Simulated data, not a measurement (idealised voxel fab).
Documented hereafter: the process module known as voxel trench capacitor.
We display cut, a cross-section 210 nm in width whose square cells are each 5 nm.
Cross-section format: a grid of square cells, given as bands from top to bottom; each band is one or more rows of cells.
Heights first: top, then bottom, in nm. Then materials, left to right, each with a width in nm. "full width" on a single material: fills the band edge to edge. "air": empty space.
The level at which height equals 0 is the one under which the wafer, as it arrives, is entirely one material. No lower edge exists for the bottom band, which continues downward and is notated as in "0..down".
Per-row width for "30->40": begins at first number (top row of band), ends at second number (bottom row), increment between rows held constant.
"no alteration" after a step means that no cell of the cross-section changed.
In "Closed void list" the enclosed voids are listed, meaning empty spaces of 8 cells or larger without any opening to the top. The form is width x height at distance, distance from the left edge, units nm.
It should be noted that, on the line of a given step, the content following the step's settings is a remark produced by the simulator itself with respect to that step.
Each step line may optionally specify "overlay nm", which for a step with a mask gives the rightward distance between the mask's planned place and where it lay, a negative value indicating the leftward direction.

Process steps foreseen in the plan:
1: RECEIVE [material Si]
2: CONFORMAL_DEP [material SiN] [thk nm 10]
3: DIRECTIONAL_DEP [material aC] [thk nm 10]
4: PATTERN [tone open] [mask id TRENCH] [material resist] [width nm 25] [pitch nm 50] [thk nm 25] [overlay nm 0]
5: DIRECTIONAL_ETCH [etch materials aC] [depth nm 10]
6: STRIP [etch materials resist]
7: DIRECTIONAL_ETCH [etch materials SiN] [depth nm 10]
8: DIRECTIONAL_ETCH [etch materials Si] [depth nm 30]
9: STRIP [etch materials aC]
10: CONFORMAL_DEP [material SiO2] [thk nm 5]
11: FILL_DEP [material polySi] [thk nm 5]
12: CMP [height nm 10]

First wafer out of two, processed as planned:

Cross-section, incoming material, after step 1:
0..down  Si full width
Closed void list: none

Wafer xsec, post step 2:
10..0  SiN full width
Beneath the level 0, the cross-section is identical to its previous state.

Wafer xsec, post step 3:
20..10  aC full width
Beneath the level 10, the cross-section is identical to its previous state.

Wafer xsec, post step 4:
45..20  15 nm resist, then 25 nm air, then 25 nm resist, then 25 nm air, then 25 nm resist, then 25 nm air, then 25 nm resist, then 25 nm air, then 20 nm resist
Beneath the level 20, the cross-section is identical to its previous state.

Wafer xsec, post step 5:
35..20  15 nm resist, then 25 nm air, then 25 nm resist, then 25 nm air, then 25 nm resist, then 25 nm air, then 25 nm resist, then 25 nm air, then 20 nm resist
20..10  15 nm aC, then 25 nm air, then 25 nm aC, then 25 nm air, then 25 nm aC, then 25 nm air, then 25 nm aC, then 25 nm air, then 20 nm aC
Beneath the level 10, the cross-section is identical to its previous state.

Wafer xsec, post step 6:
20..10  15 nm aC, then 25 nm air, then 25 nm aC, then 25 nm air, then 25 nm aC, then 25 nm air, then 25 nm aC, then 25 nm air, then 20 nm aC
Beneath the level 10, the cross-section is identical to its previous state.

Wafer xsec, post step 7:
20..10  15 nm aC, then 25 nm air, then 25 nm aC, then 25 nm air, then 25 nm aC, then 25 nm air, then 25 nm aC, then 25 nm air, then 20 nm aC
10..0  15 nm SiN, then 25 nm air, then 25 nm SiN, then 25 nm air, then 25 nm SiN, then 25 nm air, then 25 nm SiN, then 25 nm air, then 20 nm SiN
Beneath the level 0, the cross-section is identical to its previous state.

Wafer xsec, post step 8:
20..10  15 nm aC, then 25 nm air, then 25 nm aC, then 25 nm air, then 25 nm aC, then 25 nm air, then 25 nm aC, then 25 nm air, then 20 nm aC
10..0  15 nm SiN, then 25 nm air, then 25 nm SiN, then 25 nm air, then 25 nm SiN, then 25 nm air, then 25 nm SiN, then 25 nm air, then 20 nm SiN
0..-30  15 nm Si, then 25 nm air, then 25 nm Si, then 25 nm air, then 25 nm Si, then 25 nm air, then 25 nm Si, then 25 nm air, then 20 nm Si
Beneath the level -30, the cross-section is identical to its previous state.

Wafer xsec, post step 9:
10..0  15 nm SiN, then 25 nm air, then 25 nm SiN, then 25 nm air, then 25 nm SiN, then 25 nm air, then 25 nm SiN, then 25 nm air, then 20 nm SiN
Beneath the level 0, the cross-section is identical to its previous state.

Wafer xsec, post step 10:
15..10  20 nm SiO2, then 15 nm air, then 35 nm SiO2, then 15 nm air, then 35 nm SiO2, then 15 nm air, then 35 nm SiO2, then 15 nm air, then 25 nm SiO2
10..0  15 nm SiN, then 5 nm SiO2, then 15 nm air, then 5 nm SiO2, then 25 nm SiN, then 5 nm SiO2, then 15 nm air, then 5 nm SiO2, then 25 nm SiN, then 5 nm SiO2, then 15 nm air, then 5 nm SiO2, then 25 nm SiN, then 5 nm SiO2, then 15 nm air, then 5 nm SiO2, then 20 nm SiN
0..-25  15 nm Si, then 5 nm SiO2, then 15 nm air, then 5 nm SiO2, then 25 nm Si, then 5 nm SiO2, then 15 nm air, then 5 nm SiO2, then 25 nm Si, then 5 nm SiO2, then 15 nm air, then 5 nm SiO2, then 25 nm Si, then 5 nm SiO2, then 15 nm air, then 5 nm SiO2, then 20 nm Si
-25..-30  15 nm Si, then 25 nm SiO2, then 25 nm Si, then 25 nm SiO2, then 25 nm Si, then 25 nm SiO2, then 25 nm Si, then 25 nm SiO2, then 20 nm Si
Beneath the level -30, the cross-section is identical to its previous state.

Wafer xsec, post step 11:
20..15  polySi full width
15..10  20 nm SiO2, then 15 nm polySi, then 35 nm SiO2, then 15 nm polySi, then 35 nm SiO2, then 15 nm polySi, then 35 nm SiO2, then 15 nm polySi, then 25 nm SiO2
10..0  15 nm SiN, then 5 nm SiO2, then 15 nm polySi, then 5 nm SiO2, then 25 nm SiN, then 5 nm SiO2, then 15 nm polySi, then 5 nm SiO2, then 25 nm SiN, then 5 nm SiO2, then 15 nm polySi, then 5 nm SiO2, then 25 nm SiN, then 5 nm SiO2, then 15 nm polySi, then 5 nm SiO2, then 20 nm SiN
0..-25  15 nm Si, then 5 nm SiO2, then 15 nm polySi, then 5 nm SiO2, then 25 nm Si, then 5 nm SiO2, then 15 nm polySi, then 5 nm SiO2, then 25 nm Si, then 5 nm SiO2, then 15 nm polySi, then 5 nm SiO2, then 25 nm Si, then 5 nm SiO2, then 15 nm polySi, then 5 nm SiO2, then 20 nm Si
Beneath the level -25, the cross-section is identical to its previous state.

Wafer xsec, post step 12:
10..0  15 nm SiN, then 5 nm SiO2, then 15 nm polySi, then 5 nm SiO2, then 25 nm SiN, then 5 nm SiO2, then 15 nm polySi, then 5 nm SiO2, then 25 nm SiN, then 5 nm SiO2, then 15 nm polySi, then 5 nm SiO2, then 25 nm SiN, then 5 nm SiO2, then 15 nm polySi, then 5 nm SiO2, then 20 nm SiN
Beneath the level 0, the cross-section is identical to its previous state.

Second of two: same start, same plan, one run error; steps up to and including 3 match the first:

Second wafer, cut view, end of step 4 per plan:
45..20  15 nm air, then 25 nm resist, then 25 nm air, then 25 nm resist, then 25 nm air, then 25 nm resist, then 25 nm air, then 25 nm resist, then 20 nm air
Beneath the level 20, the cross-section is identical to its previous state.

Second wafer, cut view, end of step 5 per plan:
35..20  15 nm air, then 25 nm resist, then 25 nm air, then 25 nm resist, then 25 nm air, then 25 nm resist, then 25 nm air, then 25 nm resist, then 20 nm air
20..10  15 nm air, then 25 nm aC, then 25 nm air, then 25 nm aC, then 25 nm air, then 25 nm aC, then 25 nm air, then 25 nm aC, then 20 nm air
Beneath the level 10, the cross-section is identical to its previous state.

Second wafer, cut view, end of step 6 per plan:
20..10  15 nm air, then 25 nm aC, then 25 nm air, then 25 nm aC, then 25 nm air, then 25 nm aC, then 25 nm air, then 25 nm aC, then 20 nm air
Beneath the level 10, the cross-section is identical to its previous state.

Second wafer, cut view, end of step 7 per plan:
20..10  15 nm air, then 25 nm aC, then 25 nm air, then 25 nm aC, then 25 nm air, then 25 nm aC, then 25 nm air, then 25 nm aC, then 20 nm air
10..0  15 nm air, then 25 nm SiN, then 25 nm air, then 25 nm SiN, then 25 nm air, then 25 nm SiN, then 25 nm air, then 25 nm SiN, then 20 nm air
Beneath the level 0, the cross-section is identical to its previous state.

Second wafer, cut view, end of step 8 per plan:
20..10  15 nm air, then 25 nm aC, then 25 nm air, then 25 nm aC, then 25 nm air, then 25 nm aC, then 25 nm air, then 25 nm aC, then 20 nm air
10..0  15 nm air, then 25 nm SiN, then 25 nm air, then 25 nm SiN, then 25 nm air, then 25 nm SiN, then 25 nm air, then 25 nm SiN, then 20 nm air
0..-30  15 nm air, then 25 nm Si, then 25 nm air, then 25 nm Si, then 25 nm air, then 25 nm Si, then 25 nm air, then 25 nm Si, then 20 nm air
Beneath the level -30, the cross-section is identical to its previous state.

Second wafer, cut view, end of step 9 per plan:
10..0  15 nm air, then 25 nm SiN, then 25 nm air, then 25 nm SiN, then 25 nm air, then 25 nm SiN, then 25 nm air, then 25 nm SiN, then 20 nm air
Beneath the level 0, the cross-section is identical to its previous state.

Second wafer, cut view, end of step 10 per plan:
15..10  10 nm air, then 35 nm SiO2, then 15 nm air, then 35 nm SiO2, then 15 nm air, then 35 nm SiO2, then 15 nm air, then 35 nm SiO2, then 15 nm air
10..0  10 nm air, then 5 nm SiO2, then 25 nm SiN, then 5 nm SiO2, then 15 nm air, then 5 nm SiO2, then 25 nm SiN, then 5 nm SiO2, then 15 nm air, then 5 nm SiO2, then 25 nm SiN, then 5 nm SiO2, then 15 nm air, then 5 nm SiO2, then 25 nm SiN, then 5 nm SiO2, then 15 nm air
0..-25  10 nm air, then 5 nm SiO2, then 25 nm Si, then 5 nm SiO2, then 15 nm air, then 5 nm SiO2, then 25 nm Si, then 5 nm SiO2, then 15 nm air, then 5 nm SiO2, then 25 nm Si, then 5 nm SiO2, then 15 nm air, then 5 nm SiO2, then 25 nm Si, then 5 nm SiO2, then 15 nm air
-25..-30  15 nm SiO2, then 25 nm Si, then 25 nm SiO2, then 25 nm Si, then 25 nm SiO2, then 25 nm Si, then 25 nm SiO2, then 25 nm Si, then 20 nm SiO2
Beneath the level -30, the cross-section is identical to its previous state.

Second wafer, cut view, end of step 11 per plan:
20..15  polySi full width
15..10  10 nm polySi, then 35 nm SiO2, then 15 nm polySi, then 35 nm SiO2, then 15 nm polySi, then 35 nm SiO2, then 15 nm polySi, then 35 nm SiO2, then 15 nm polySi
10..0  10 nm polySi, then 5 nm SiO2, then 25 nm SiN, then 5 nm SiO2, then 15 nm polySi, then 5 nm SiO2, then 25 nm SiN, then 5 nm SiO2, then 15 nm polySi, then 5 nm SiO2, then 25 nm SiN, then 5 nm SiO2, then 15 nm polySi, then 5 nm SiO2, then 25 nm SiN, then 5 nm SiO2, then 15 nm polySi
0..-25  10 nm polySi, then 5 nm SiO2, then 25 nm Si, then 5 nm SiO2, then 15 nm polySi, then 5 nm SiO2, then 25 nm Si, then 5 nm SiO2, then 15 nm polySi, then 5 nm SiO2, then 25 nm Si, then 5 nm SiO2, then 15 nm polySi, then 5 nm SiO2, then 25 nm Si, then 5 nm SiO2, then 15 nm polySi
Beneath the level -25, the cross-section is identical to its previous state.

Second wafer, cut view, end of step 12 per plan:
10..0  10 nm polySi, then 5 nm SiO2, then 25 nm SiN, then 5 nm SiO2, then 15 nm polySi, then 5 nm SiO2, then 25 nm SiN, then 5 nm SiO2, then 15 nm polySi, then 5 nm SiO2, then 25 nm SiN, then 5 nm SiO2, then 15 nm polySi, then 5 nm SiO2, then 25 nm SiN, then 5 nm SiO2, then 15 nm polySi
Beneath the level 0, the cross-section is identical to its previous state.
Heads up, the wafer didn't run the way we planned it: step 4 off recipe, ran as PATTERN [tone cover] [mask id TRENCH] [material resist] [width nm 25] [pitch nm 50] [thk nm 25] [overlay nm 0]
The second wafer ends with more or fewer cells of some materials than the first, per final count: Si -12; SiN -4; SiO2 +2; polySi +14
